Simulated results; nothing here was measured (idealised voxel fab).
process module | voxel transistor to metal
cross-section cut | 280 nm wide | cells 5 nm
A cross-section is a grid of square cells, given in bands from the top down. A band is one or more rows of cells.
Each band's line starts with the height of the band's top and of its bottom, in nm. Then come its materials from left to right, each with its width in nm. One material with "throughout" fills the band from edge to edge. "air" is empty space.
Height 0 is the level under which the wafer as received is all one material. The lowest band goes on downwards, as in "0 down".
A width such as "30 to 40" changes by the same amount from each row of cells to the next, from the band's top row to its bottom row.
"no change" after a step means that no cell of the cross-section changed.
closed voids: empty space of 8 cells or more with no open way to the top, each as width x height at its distance from the left edge, in nm
after a step's settings: what the simulator itself notes on the step
overlay nm, on a step with a mask: how far to the right of its planned place the mask lay; to the left if negative
Each pair below shows a cross-section before one step and the cross-section after it, down to the lowest band that changed. The line under each pair gives the step between them, with its settings. The pairs can come from different runs of this module on the same starting wafer, so a pair continues from the pair above only where its "before" says so.
before
  0 down: Si throughout
  closed voids: none
after
  0 to -5: SiO2 throughout
  below -5: unchanged
  closed voids: none
the step between: op OXIDIZE | depth nm 5
before: the cross-section after the pair above
after
  10 to 0: SiN throughout
  below 0: unchanged
  closed voids: none
the step between: op CONFORMAL_DEP | material SiN | thk nm 10
before: the cross-section after the pair above
after
  10 to 0: air 20 | SiN 110 | air 20 | SiN 110 | air 20
  below 0: unchanged
  closed voids: none
the step between: op MASKED_ETCH | tone cover | mask id ACTIVE | width nm 110 | pitch nm 130 | etch materials SiN | depth nm 10 | overlay nm 0
before: the cross-section after the pair above
after
  10 to 0: air 20 | SiN 110 | air 20 | SiN 110 | air 20
  0 to -5: air 20 | SiO2 110 | air 20 | SiO2 110 | air 20
  below -5: unchanged
  closed voids: none
the step between: op MASKED_ETCH | tone cover | mask id ACTIVE | width nm 110 | pitch nm 130 | etch materials SiO2 | depth nm 5 | overlay nm 0
before: the cross-section after the pair above
after
  10 to 0: air 20 | SiN 110 | air 20 | SiN 110 | air 20
  0 to -5: air 20 | SiO2 110 | air 20 | SiO2 110 | air 20
  -5 to -40: air 20 | Si 110 | air 20 | Si 110 | air 20
  below -40: unchanged
  closed voids: none
the step between: op MASKED_ETCH | tone cover | mask id ACTIVE | width nm 110 | pitch nm 130 | etch materials Si | depth nm 35 | overlay nm 0
before: the cross-section after the pair above
after
  15 to 10: SiO2 throughout
  10 to 0: SiO2 20 | SiN 110 | SiO2 20 | SiN 110 | SiO2 20
  0 to -5: SiO2 throughout
  -5 to -40: SiO2 20 | Si 110 | SiO2 20 | Si 110 | SiO2 20
  below -40: unchanged
  closed voids: none
the step between: op FILL_DEP | material SiO2 | thk nm 5
before: the cross-section after the pair above
after
  10 to 0: SiO2 20 | SiN 110 | SiO2 20 | SiN 110 | SiO2 20
  below 0: unchanged
  closed voids: none
the step between: op CMP | height nm 10
before: the cross-section after the pair above
after
  10 to 5: air 20 | SiN 110 | air 20 | SiN 110 | air 20
  below 5: unchanged
  closed voids: none
the step between: op SELECTIVE_ETCH | etch materials SiO2 | depth nm 5
before: the cross-section after the pair above
after
  5 to 0: SiO2 20 | air 110 | SiO2 20 | air 110 | SiO2 20
  below 0: unchanged
  closed voids: none
the step between: op STRIP | etch materials SiN
before: the cross-section after the pair above
after
  0 to -5: SiO2 15 | air 120 | SiO2 10 | air 120 | SiO2 15
  below -5: unchanged
  closed voids: none
the step between: op SELECTIVE_ETCH | etch materials SiO2 | depth nm 5
before: the cross-section after the pair above
after
  0 to -5: SiO2 15 | air 120 | SiO2 10 | air 120 | SiO2 15
  -5 to -10: SiO2 throughout
  below -10: unchanged
  closed voids: none
the step between: op OXIDIZE | depth nm 5
before: the cross-section after the pair above
after
  20 to 15: polySi 15 | air 120 | polySi 10 | air 120 | polySi 15
  15 to 0: polySi throughout
  0 to -5: SiO2 15 | polySi 120 | SiO2 10 | polySi 120 | SiO2 15
  below -5: unchanged
  closed voids: none
the step between: op DIRECTIONAL_DEP | material polySi | thk nm 20
before: the cross-section after the pair above
after
  35 to 30: SiCN 15 | air 120 | SiCN 10 | air 120 | SiCN 15
  30 to 20: SiCN throughout
  20 to 15: polySi 15 | SiCN 120 | polySi 10 | SiCN 120 | polySi 15
  below 15: unchanged
  closed voids: none
the step between: op DIRECTIONAL_DEP | material SiCN | thk nm 15
before: the cross-section after the pair above
after
  45 to 40: aC 15 | air 120 | aC 10 | air 120 | aC 15
  40 to 35: aC throughout
  35 to 30: SiCN 15 | aC 120 | SiCN 10 | aC 120 | SiCN 15
  below 30: unchanged
  closed voids: none
the step between: op DIRECTIONAL_DEP | material aC | thk nm 10
before: the cross-section after the pair above
after
  75 to 45: air 65 | resist 20 | air 110 | resist 20 | air 65
  45 to 40: aC 15 | air 50 | resist 20 | air 50 | aC 10 | air 50 | resist 20 | air 50 | aC 15
  below 40: unchanged
  closed voids: none
the step between: op PATTERN | tone cover | mask id GATE | material resist | width nm 20 | pitch nm 130 | thk nm 30 | overlay nm 0
before: the cross-section after the pair above
after
  65 to 40: air 65 | resist 20 | air 110 | resist 20 | air 65
  40 to 35: air 65 | aC 20 | air 110 | aC 20 | air 65
  35 to 30: SiCN 15 | air 50 | aC 20 | air 50 | SiCN 10 | air 50 | aC 20 | air 50 | SiCN 15
  below 30: unchanged
  closed voids: none
the step between: op DIRECTIONAL_ETCH | etch materials aC | depth nm 10
before: the cross-section after the pair above
after
  40 to 35: air 65 | aC 20 | air 110 | aC 20 | air 65
  below 35: unchanged
  closed voids: none
the step between: op STRIP | etch materials resist
before: the cross-section after the pair above
after
  40 to 30: air 65 | aC 20 | air 110 | aC 20 | air 65
  30 to 20: air 65 | SiCN 20 | air 110 | SiCN 20 | air 65
  20 to 15: polySi 15 | air 50 | SiCN 20 | air 50 | polySi 10 | air 50 | SiCN 20 | air 50 | polySi 15
  below 15: unchanged
  closed voids: none
the step between: op DIRECTIONAL_ETCH | etch materials SiCN | depth nm 25
before: the cross-section after the pair above
after
  40 to 30: air 65 | aC 20 | air 110 | aC 20 | air 65
  30 to 15: air 65 | SiCN 20 | air 110 | SiCN 20 | air 65
  15 to 0: air 65 | polySi 20 | air 110 | polySi 20 | air 65
  0 to -5: SiO2 15 | air 50 | polySi 20 | air 50 | SiO2 10 | air 50 | polySi 20 | air 50 | SiO2 15
  below -5: unchanged
  closed voids: none
the step between: op DIRECTIONAL_ETCH | etch materials polySi | depth nm 30
before: the cross-section after the pair above
after
  30 to 15: air 65 | SiCN 20 | air 110 | SiCN 20 | air 65
  below 15: unchanged
  closed voids: none
the step between: op STRIP | etch materials aC
before: the cross-section after the pair above
after
  35 to 30: air 60 | SiO2 30 | air 100 | SiO2 30 | air 60
  30 to 15: air 60 | SiO2 5 | SiCN 20 | SiO2 5 | air 100 | SiO2 5 | SiCN 20 | SiO2 5 | air 60
  15 to 5: air 60 | SiO2 5 | polySi 20 | SiO2 5 | air 100 | SiO2 5 | polySi 20 | SiO2 5 | air 60
  5 to 0: SiO2 20 | air 40 | SiO2 5 | polySi 20 | SiO2 5 | air 40 | SiO2 20 | air 40 | SiO2 5 | polySi 20 | SiO2 5 | air 40 | SiO2 20
  0 to -5: SiO2 65 | polySi 20 | SiO2 110 | polySi 20 | SiO2 65
  below -5: unchanged
  closed voids: none
the step between: op CONFORMAL_DEP | material SiO2 | thk nm 5
before: the cross-section after the pair above
after
  30 to 15: air 60 | SiO2 5 | SiCN 20 | SiO2 5 | air 100 | SiO2 5 | SiCN 20 | SiO2 5 | air 60
  15 to 0: air 60 | SiO2 5 | polySi 20 | SiO2 5 | air 100 | SiO2 5 | polySi 20 | SiO2 5 | air 60
  0 to -5: SiO2 20 | air 40 | SiO2 5 | polySi 20 | SiO2 5 | air 40 | SiO2 20 | air 40 | SiO2 5 | polySi 20 | SiO2 5 | air 40 | SiO2 20
  below -5: unchanged
  closed voids: none
the step between: op DIRECTIONAL_ETCH | etch materials SiO2 | depth nm 5
before: the cross-section after the pair above
after
  35 to 30: air 55 | SiN 40 | air 90 | SiN 40 | air 55
  30 to 15: air 55 | SiN 5 | SiO2 5 | SiCN 20 | SiO2 5 | SiN 5 | air 90 | SiN 5 | SiO2 5 | SiCN 20 | SiO2 5 | SiN 5 | air 55
  15 to 5: air 55 | SiN 5 | SiO2 5 | polySi 20 | SiO2 5 | SiN 5 | air 90 | SiN 5 | SiO2 5 | polySi 20 | SiO2 5 | SiN 5 | air 55
  5 to 0: SiN 25 | air 30 | SiN 5 | SiO2 5 | polySi 20 | SiO2 5 | SiN 5 | air 30 | SiN 30 | air 30 | SiN 5 | SiO2 5 | polySi 20 | SiO2 5 | SiN 5 | air 30 | SiN 25
  0 to -5: SiO2 20 | SiN 40 | SiO2 5 | polySi 20 | SiO2 5 | SiN 40 | SiO2 20 | SiN 40 | SiO2 5 | polySi 20 | SiO2 5 | SiN 40 | SiO2 20
  below -5: unchanged
  closed voids: none
the step between: op CONFORMAL_DEP | material SiN | thk nm 5
before: the cross-section after the pair above
after
  30 to 15: air 55 | SiN 5 | SiO2 5 | SiCN 20 | SiO2 5 | SiN 5 | air 90 | SiN 5 | SiO2 5 | SiCN 20 | SiO2 5 | SiN 5 | air 55
  15 to 0: air 55 | SiN 5 | SiO2 5 | polySi 20 | SiO2 5 | SiN 5 | air 90 | SiN 5 | SiO2 5 | polySi 20 | SiO2 5 | SiN 5 | air 55
  0 to -5: SiO2 20 | SiN 5 | air 30 | SiN 5 | SiO2 5 | polySi 20 | SiO2 5 | SiN 5 | air 30 | SiN 5 | SiO2 20 | SiN 5 | air 30 | SiN 5 | SiO2 5 | polySi 20 | SiO2 5 | SiN 5 | air 30 | SiN 5 | SiO2 20
  below -5: unchanged
  closed voids: none
the step between: op DIRECTIONAL_ETCH | etch materials SiN | depth nm 5
before: the cross-section after the pair above
after
  30 to 25: air 55 | SiN 5 | air 5 | SiCN 20 | air 5 | SiN 5 | air 90 | SiN 5 | air 5 | SiCN 20 | air 5 | SiN 5 | air 55
  25 to 15: air 55 | SiN 5 | SiO2 5 | SiCN 20 | SiO2 5 | SiN 5 | air 90 | SiN 5 | SiO2 5 | SiCN 20 | SiO2 5 | SiN 5 | air 55
  15 to 0: air 55 | SiN 5 | SiO2 5 | polySi 20 | SiO2 5 | SiN 5 | air 90 | SiN 5 | SiO2 5 | polySi 20 | SiO2 5 | SiN 5 | air 55
  0 to -5: air 20 | SiN 5 | air 30 | SiN 5 | SiO2 5 | polySi 20 | SiO2 5 | SiN 5 | air 30 | SiN 5 | air 20 | SiN 5 | air 30 | SiN 5 | SiO2 5 | polySi 20 | SiO2 5 | SiN 5 | air 30 | SiN 5 | air 20
  -5 to -10: SiO2 25 | air 30 | SiO2 40 | air 30 | SiO2 30 | air 30 | SiO2 40 | air 30 | SiO2 25
  below -10: unchanged
  closed voids: none
the step between: op DIRECTIONAL_ETCH | etch materials SiO2 | depth nm 5
before: the cross-section after the pair above
after
  30 to 25: air 55 | SiN 5 | air 5 | SiCN 20 | air 5 | SiN 5 | air 90 | SiN 5 | air 5 | SiCN 20 | air 5 | SiN 5 | air 55
  25 to 15: air 55 | SiN 5 | SiO2 5 | SiCN 20 | SiO2 5 | SiN 5 | air 90 | SiN 5 | SiO2 5 | SiCN 20 | SiO2 5 | SiN 5 | air 55
  15 to 0: air 55 | SiN 5 | SiO2 5 | polySi 20 | SiO2 5 | SiN 5 | air 90 | SiN 5 | SiO2 5 | polySi 20 | SiO2 5 | SiN 5 | air 55
  0 to -5: air 20 | SiN 5 | air 30 | SiN 5 | SiO2 5 | polySi 20 | SiO2 5 | SiN 5 | air 30 | SiN 5 | air 20 | SiN 5 | air 30 | SiN 5 | SiO2 5 | polySi 20 | SiO2 5 | SiN 5 | air 30 | SiN 5 | air 20
  -5 to -10: SiO2 25 | air 30 | SiO2 40 | air 30 | SiO2 30 | air 30 | SiO2 40 | air 30 | SiO2 25
  -10 to -25: SiO2 20 | Si 5 | air 30 | Si 40 | air 30 | Si 5 | SiO2 20 | Si 5 | air 30 | Si 40 | air 30 | Si 5 | SiO2 20
  below -25: unchanged
  closed voids: none
the step between: op DIRECTIONAL_ETCH | etch materials Si | depth nm 15
before: the cross-section after the pair above
after
  30 to 25: air 55 | SiN 5 | air 5 | SiCN 20 | air 5 | SiN 5 | air 90 | SiN 5 | air 5 | SiCN 20 | air 5 | SiN 5 | air 55
  25 to 15: air 55 | SiN 5 | SiO2 5 | SiCN 20 | SiO2 5 | SiN 5 | air 90 | SiN 5 | SiO2 5 | SiCN 20 | SiO2 5 | SiN 5 | air 55
  15 to 5: air 55 | SiN 5 | SiO2 5 | polySi 20 | SiO2 5 | SiN 5 | air 90 | SiN 5 | SiO2 5 | polySi 20 | SiO2 5 | SiN 5 | air 55
  5 to 0: air 20 | SiGe 35 | SiN 5 | SiO2 5 | polySi 20 | SiO2 5 | SiN 5 | SiGe 35 | air 20 | SiGe 35 | SiN 5 | SiO2 5 | polySi 20 | SiO2 5 | SiN 5 | SiGe 35 | air 20
  0 to -5: air 20 | SiN 5 | SiGe 30 | SiN 5 | SiO2 5 | polySi 20 | SiO2 5 | SiN 5 | SiGe 30 | SiN 5 | air 20 | SiN 5 | SiGe 30 | SiN 5 | SiO2 5 | polySi 20 | SiO2 5 | SiN 5 | SiGe 30 | SiN 5 | air 20
  -5 to -10: SiO2 25 | SiGe 30 | SiO2 40 | SiGe 30 | SiO2 30 | SiGe 30 | SiO2 40 | SiGe 30 | SiO2 25
  -10 to -25: SiO2 20 | Si 5 | SiGe 30 | Si 40 | SiGe 30 | Si 5 | SiO2 20 | Si 5 | SiGe 30 | Si 40 | SiGe 30 | Si 5 | SiO2 20
  below -25: unchanged
  closed voids: none
the step between: op EPI | material SiGe | thk nm 15
before: the cross-section after the pair above
after
  40 to 30: SiO2 throughout
  30 to 15: SiO2 55 | SiN 5 | SiO2 5 | SiCN 20 | SiO2 5 | SiN 5 | SiO2 90 | SiN 5 | SiO2 5 | SiCN 20 | SiO2 5 | SiN 5 | SiO2 55
  15 to 5: SiO2 55 | SiN 5 | SiO2 5 | polySi 20 | SiO2 5 | SiN 5 | SiO2 90 | SiN 5 | SiO2 5 | polySi 20 | SiO2 5 | SiN 5 | SiO2 55
  5 to 0: SiO2 20 | SiGe 35 | SiN 5 | SiO2 5 | polySi 20 | SiO2 5 | SiN 5 | SiGe 35 | SiO2 20 | SiGe 35 | SiN 5 | SiO2 5 | polySi 20 | SiO2 5 | SiN 5 | SiGe 35 | SiO2 20
  0 to -5: SiO2 20 | SiN 5 | SiGe 30 | SiN 5 | SiO2 5 | polySi 20 | SiO2 5 | SiN 5 | SiGe 30 | SiN 5 | SiO2 20 | SiN 5 | SiGe 30 | SiN 5 | SiO2 5 | polySi 20 | SiO2 5 | SiN 5 | SiGe 30 | SiN 5 | SiO2 20
  below -5: unchanged
  closed voids: none
the step between: op FILL_DEP | material SiO2 | thk nm 10
before: the cross-section after the pair above
after
  30 to 15: SiO2 55 | SiN 5 | SiO2 5 | SiCN 20 | SiO2 5 | SiN 5 | SiO2 90 | SiN 5 | SiO2 5 | SiCN 20 | SiO2 5 | SiN 5 | SiO2 55
  below 15: unchanged
  closed voids: none
the step between: op CMP | height nm 30
before: the cross-section after the pair above
after
  45 to 30: SiO2 throughout
  below 30: unchanged
  closed voids: none
the step between: op DIRECTIONAL_DEP | material SiO2 | thk nm 15
before: the cross-section after the pair above
after
  45 to 30: SiO2 30 | air 15 | SiO2 60 | air 15 | SiO2 40 | air 15 | SiO2 60 | air 15 | SiO2 30
  30 to 15: SiO2 30 | air 15 | SiO2 10 | SiN 5 | SiO2 5 | SiCN 20 | SiO2 5 | SiN 5 | SiO2 10 | air 15 | SiO2 40 | air 15 | SiO2 10 | SiN 5 | SiO2 5 | SiCN 20 | SiO2 5 | SiN 5 | SiO2 10 | air 15 | SiO2 30
  15 to 5: SiO2 30 | air 15 | SiO2 10 | SiN 5 | SiO2 5 | polySi 20 | SiO2 5 | SiN 5 | SiO2 10 | air 15 | SiO2 40 | air 15 | SiO2 10 | SiN 5 | SiO2 5 | polySi 20 | SiO2 5 | SiN 5 | SiO2 10 | air 15 | SiO2 30
  below 5: unchanged
  closed voids: none
the step between: op MASKED_ETCH | tone open | mask id CONTACT | width nm 15 | etch materials SiO2 | depth nm 40 | overlay nm 0
before: the cross-section after the pair above
after
  50 to 45: TiN 35 | air 5 | TiN 70 | air 5 | TiN 50 | air 5 | TiN 70 | air 5 | TiN 35
  45 to 30: SiO2 30 | TiN 5 | air 5 | TiN 5 | SiO2 60 | TiN 5 | air 5 | TiN 5 | SiO2 40 | TiN 5 | air 5 | TiN 5 | SiO2 60 | TiN 5 | air 5 | TiN 5 | SiO2 30
  30 to 15: SiO2 30 | TiN 5 | air 5 | TiN 5 | SiO2 10 | SiN 5 | SiO2 5 | SiCN 20 | SiO2 5 | SiN 5 | SiO2 10 | TiN 5 | air 5 | TiN 5 | SiO2 40 | TiN 5 | air 5 | TiN 5 | SiO2 10 | SiN 5 | SiO2 5 | SiCN 20 | SiO2 5 | SiN 5 | SiO2 10 | TiN 5 | air 5 | TiN 5 | SiO2 30
  15 to 10: SiO2 30 | TiN 5 | air 5 | TiN 5 | SiO2 10 | SiN 5 | SiO2 5 | polySi 20 | SiO2 5 | SiN 5 | SiO2 10 | TiN 5 | air 5 | TiN 5 | SiO2 40 | TiN 5 | air 5 | TiN 5 | SiO2 10 | SiN 5 | SiO2 5 | polySi 20 | SiO2 5 | SiN 5 | SiO2 10 | TiN 5 | air 5 | TiN 5 | SiO2 30
  10 to 5: SiO2 30 | TiN 15 | SiO2 10 | SiN 5 | SiO2 5 | polySi 20 | SiO2 5 | SiN 5 | SiO2 10 | TiN 15 | SiO2 40 | TiN 15 | SiO2 10 | SiN 5 | SiO2 5 | polySi 20 | SiO2 5 | SiN 5 | SiO2 10 | TiN 15 | SiO2 30
  below 5: unchanged
  closed voids: none
the step between: op CONFORMAL_DEP | material TiN | thk nm 5
before: the cross-section after the pair above
after
  55 to 50: Ru throughout
  50 to 45: TiN 35 | Ru 5 | TiN 70 | Ru 5 | TiN 50 | Ru 5 | TiN 70 | Ru 5 | TiN 35
  45 to 30: SiO2 30 | TiN 5 | Ru 5 | TiN 5 | SiO2 60 | TiN 5 | Ru 5 | TiN 5 | SiO2 40 | TiN 5 | Ru 5 | TiN 5 | SiO2 60 | TiN 5 | Ru 5 | TiN 5 | SiO2 30
  30 to 15: SiO2 30 | TiN 5 | Ru 5 | TiN 5 | SiO2 10 | SiN 5 | SiO2 5 | SiCN 20 | SiO2 5 | SiN 5 | SiO2 10 | TiN 5 | Ru 5 | TiN 5 | SiO2 40 | TiN 5 | Ru 5 | TiN 5 | SiO2 10 | SiN 5 | SiO2 5 | SiCN 20 | SiO2 5 | SiN 5 | SiO2 10 | TiN 5 | Ru 5 | TiN 5 | SiO2 30
  15 to 10: SiO2 30 | TiN 5 | Ru 5 | TiN 5 | SiO2 10 | SiN 5 | SiO2 5 | polySi 20 | SiO2 5 | SiN 5 | SiO2 10 | TiN 5 | Ru 5 | TiN 5 | SiO2 40 | TiN 5 | Ru 5 | TiN 5 | SiO2 10 | SiN 5 | SiO2 5 | polySi 20 | SiO2 5 | SiN 5 | SiO2 10 | TiN 5 | Ru 5 | TiN 5 | SiO2 30
  below 10: unchanged
  closed voids: none
the step between: op FILL_DEP | material Ru | thk nm 5
before: the cross-section after the pair above
after
  45 to 30: SiO2 30 | TiN 5 | Ru 5 | TiN 5 | SiO2 60 | TiN 5 | Ru 5 | TiN 5 | SiO2 40 | TiN 5 | Ru 5 | TiN 5 | SiO2 60 | TiN 5 | Ru 5 | TiN 5 | SiO2 30
  below 30: unchanged
  closed voids: none
the step between: op CMP | height nm 45
before: the cross-section after the pair above
after
  50 to 45: SiN throughout
  below 45: unchanged
  closed voids: none
the step between: op CONFORMAL_DEP | material SiN | thk nm 5
before: the cross-section after the pair above
after
  65 to 50: lowk throughout
  below 50: unchanged
  closed voids: none
the step between: op DIRECTIONAL_DEP | material lowk | thk nm 15
before: the cross-section after the pair above
after
  80 to 65: resist 30 | air 15 | resist 60 | air 15 | resist 40 | air 15 | resist 60 | air 15 | resist 30
  below 65: unchanged
  closed voids: none
the step between: op PATTERN | tone open | mask id METAL_1 | material resist | width nm 15 | thk nm 15 | overlay nm 0
before: the cross-section after the pair above
after
  80 to 65: resist 30 | air 15 | resist 60 | air 15 | resist 40 | air 15 | resist 60 | air 15 | resist 30
  65 to 50: lowk 30 | air 15 | lowk 60 | air 15 | lowk 40 | air 15 | lowk 60 | air 15 | lowk 30
  below 50: unchanged
  closed voids: none
the step between: op DIRECTIONAL_ETCH | etch materials lowk | depth nm 15
before: the cross-section after the pair above
after
  80 to 65: resist 30 | air 15 | resist 60 | air 15 | resist 40 | air 15 | resist 60 | air 15 | resist 30
  65 to 50: lowk 30 | air 15 | lowk 60 | air 15 | lowk 40 | air 15 | lowk 60 | air 15 | lowk 30
  50 to 45: SiN 30 | air 15 | SiN 60 | air 15 | SiN 40 | air 15 | SiN 60 | air 15 | SiN 30
  below 45: unchanged
  closed voids: none
the step between: op DIRECTIONAL_ETCH | etch materials SiN | depth nm 5
before: the cross-section after the pair above
after
  65 to 50: lowk 30 | air 15 | lowk 60 | air 15 | lowk 40 | air 15 | lowk 60 | air 15 | lowk 30
  below 50: unchanged
  closed voids: none
the step between: op STRIP | etch materials resist
before: the cross-section after the pair above
after
  70 to 65: TiN 35 | air 5 | TiN 70 | air 5 | TiN 50 | air 5 | TiN 70 | air 5 | TiN 35
  65 to 50: lowk 30 | TiN 5 | air 5 | TiN 5 | lowk 60 | TiN 5 | air 5 | TiN 5 | lowk 40 | TiN 5 | air 5 | TiN 5 | lowk 60 | TiN 5 | air 5 | TiN 5 | lowk 30
  50 to 45: SiN 30 | TiN 15 | SiN 60 | TiN 15 | SiN 40 | TiN 15 | SiN 60 | TiN 15 | SiN 30
  below 45: unchanged
  closed voids: none
the step between: op CONFORMAL_DEP | material TiN | thk nm 5
before: the cross-section after the pair above
after
  75 to 70: W throughout
  70 to 65: TiN 35 | W 5 | TiN 70 | W 5 | TiN 50 | W 5 | TiN 70 | W 5 | TiN 35
  65 to 50: lowk 30 | TiN 5 | W 5 | TiN 5 | lowk 60 | TiN 5 | W 5 | TiN 5 | lowk 40 | TiN 5 | W 5 | TiN 5 | lowk 60 | TiN 5 | W 5 | TiN 5 | lowk 30
  below 50: unchanged
  closed voids: none
the step between: op FILL_DEP | material W | thk nm 5
before: the cross-section after the pair above
after
  65 to 50: lowk 30 | TiN 5 | W 5 | TiN 5 | lowk 60 | TiN 5 | W 5 | TiN 5 | lowk 40 | TiN 5 | W 5 | TiN 5 | lowk 60 | TiN 5 | W 5 | TiN 5 | lowk 30
  below 50: unchanged
  closed voids: none
the step between: op CMP | height nm 65
before: the cross-section after the pair above
after
  70 to 65: air 25 | Ru 25 | air 50 | Ru 25 | air 30 | Ru 25 | air 50 | Ru 25 | air 25
  below 65: unchanged
  closed voids: none
the step between: op EPI | material Ru | thk nm 5
before: the cross-section after the pair above
after
  75 to 70: SiCN throughout
  70 to 65: SiCN 25 | Ru 25 | SiCN 50 | Ru 25 | SiCN 30 | Ru 25 | SiCN 50 | Ru 25 | SiCN 25
  below 65: unchanged
  closed voids: none
the step between: op FILL_DEP | material SiCN | thk nm 5
before
  30 to 15: air 60 | SiO2 5 | SiCN 20 | SiO2 5 | air 100 | SiO2 5 | SiCN 20 | SiO2 5 | air 60
  15 to 0: air 60 | SiO2 5 | polySi 20 | SiO2 5 | air 100 | SiO2 5 | polySi 20 | SiO2 5 | air 60
  0 to -5: SiO2 20 | air 40 | SiO2 5 | polySi 20 | SiO2 5 | air 40 | SiO2 20 | air 40 | SiO2 5 | polySi 20 | SiO2 5 | air 40 | SiO2 20
  -5 to -10: SiO2 throughout
  -10 to -40: SiO2 20 | Si 110 | SiO2 20 | Si 110 | SiO2 20
  -40 down: Si throughout
  closed voids: none
after
  30 to 25: air 65 | SiCN 20 | air 110 | SiCN 20 | air 65
  25 to 15: air 60 | SiO2 5 | SiCN 20 | SiO2 5 | air 100 | SiO2 5 | SiCN 20 | SiO2 5 | air 60
  15 to -5: air 60 | SiO2 5 | polySi 20 | SiO2 5 | air 100 | SiO2 5 | polySi 20 | SiO2 5 | air 60
  -5 to -10: SiO2 20 | air 40 | SiO2 30 | air 40 | SiO2 20 | air 40 | SiO2 30 | air 40 | SiO2 20
  below -10: unchanged
  closed voids: none
the step between: op DIRECTIONAL_ETCH | etch materials SiO2 | depth nm 5
before: the cross-section after the pair above
after
  30 to 25: air 65 | SiCN 20 | air 110 | SiCN 20 | air 65
  25 to 15: air 60 | SiO2 5 | SiCN 20 | SiO2 5 | air 100 | SiO2 5 | SiCN 20 | SiO2 5 | air 60
  15 to -5: air 60 | SiO2 5 | polySi 20 | SiO2 5 | air 100 | SiO2 5 | polySi 20 | SiO2 5 | air 60
  -5 to -10: SiO2 20 | air 40 | SiO2 30 | air 40 | SiO2 20 | air 40 | SiO2 30 | air 40 | SiO2 20
  -10 to -25: SiO2 20 | air 40 | Si 30 | air 40 | SiO2 20 | air 40 | Si 30 | air 40 | SiO2 20
  below -25: unchanged
  closed voids: none
the step between: op DIRECTIONAL_ETCH | etch materials Si | depth nm 15
before: the cross-section after the pair above
after
  30 to 25: air 65 | SiCN 20 | air 110 | SiCN 20 | air 65
  25 to 15: air 60 | SiO2 5 | SiCN 20 | SiO2 5 | air 100 | SiO2 5 | SiCN 20 | SiO2 5 | air 60
  15 to 5: air 60 | SiO2 5 | polySi 20 | SiO2 5 | air 100 | SiO2 5 | polySi 20 | SiO2 5 | air 60
  5 to -5: air 45 | SiGe 15 | SiO2 5 | polySi 20 | SiO2 5 | SiGe 15 | air 70 | SiGe 15 | SiO2 5 | polySi 20 | SiO2 5 | SiGe 15 | air 45
  -5 to -10: SiO2 20 | air 25 | SiGe 15 | SiO2 30 | SiGe 15 | air 25 | SiO2 20 | air 25 | SiGe 15 | SiO2 30 | SiGe 15 | air 25 | SiO2 20
  -10 to -25: SiO2 20 | SiGe 40 | Si 30 | SiGe 40 | SiO2 20 | SiGe 40 | Si 30 | SiGe 40 | SiO2 20
  below -25: unchanged
  closed voids: none
the step between: op EPI | material SiGe | thk nm 15
before: the cross-section after the pair above
after
  40 to 30: SiO2 throughout
  30 to 15: SiO2 65 | SiCN 20 | SiO2 110 | SiCN 20 | SiO2 65
  15 to 5: SiO2 65 | polySi 20 | SiO2 110 | polySi 20 | SiO2 65
  5 to -5: SiO2 45 | SiGe 15 | SiO2 5 | polySi 20 | SiO2 5 | SiGe 15 | SiO2 70 | SiGe 15 | SiO2 5 | polySi 20 | SiO2 5 | SiGe 15 | SiO2 45
  -5 to -10: SiO2 45 | SiGe 15 | SiO2 30 | SiGe 15 | SiO2 70 | SiGe 15 | SiO2 30 | SiGe 15 | SiO2 45
  below -10: unchanged
  closed voids: none
the step between: op FILL_DEP | material SiO2 | thk nm 10
before: the cross-section after the pair above
after
  30 to 15: SiO2 65 | SiCN 20 | SiO2 110 | SiCN 20 | SiO2 65
  below 15: unchanged
  closed voids: none
the step between: op CMP | height nm 30
before: the cross-section after the pair above
after
  45 to 30: SiO2 throughout
  below 30: unchanged
  closed voids: none
the step between: op DIRECTIONAL_DEP | material SiO2 | thk nm 15
before: the cross-section after the pair above
after
  45 to 30: SiO2 30 | air 15 | SiO2 60 | air 15 | SiO2 40 | air 15 | SiO2 60 | air 15 | SiO2 30
  30 to 15: SiO2 30 | air 15 | SiO2 20 | SiCN 20 | SiO2 20 | air 15 | SiO2 40 | air 15 | SiO2 20 | SiCN 20 | SiO2 20 | air 15 | SiO2 30
  15 to 5: SiO2 30 | air 15 | SiO2 20 | polySi 20 | SiO2 20 | air 15 | SiO2 40 | air 15 | SiO2 20 | polySi 20 | SiO2 20 | air 15 | SiO2 30
  below 5: unchanged
  closed voids: none
the step between: op MASKED_ETCH | tone open | mask id CONTACT | width nm 15 | etch materials SiO2 | depth nm 40 | overlay nm 0
before: the cross-section after the pair above
after
  50 to 45: TiN 35 | air 5 | TiN 70 | air 5 | TiN 50 | air 5 | TiN 70 | air 5 | TiN 35
  45 to 30: SiO2 30 | TiN 5 | air 5 | TiN 5 | SiO2 60 | TiN 5 | air 5 | TiN 5 | SiO2 40 | TiN 5 | air 5 | TiN 5 | SiO2 60 | TiN 5 | air 5 | TiN 5 | SiO2 30
  30 to 15: SiO2 30 | TiN 5 | air 5 | TiN 5 | SiO2 20 | SiCN 20 | SiO2 20 | TiN 5 | air 5 | TiN 5 | SiO2 40 | TiN 5 | air 5 | TiN 5 | SiO2 20 | SiCN 20 | SiO2 20 | TiN 5 | air 5 | TiN 5 | SiO2 30
  15 to 10: SiO2 30 | TiN 5 | air 5 | TiN 5 | SiO2 20 | polySi 20 | SiO2 20 | TiN 5 | air 5 | TiN 5 | SiO2 40 | TiN 5 | air 5 | TiN 5 | SiO2 20 | polySi 20 | SiO2 20 | TiN 5 | air 5 | TiN 5 | SiO2 30
  10 to 5: SiO2 30 | TiN 15 | SiO2 20 | polySi 20 | SiO2 20 | TiN 15 | SiO2 40 | TiN 15 | SiO2 20 | polySi 20 | SiO2 20 | TiN 15 | SiO2 30
  below 5: unchanged
  closed voids: none
the step between: op CONFORMAL_DEP | material TiN | thk nm 5
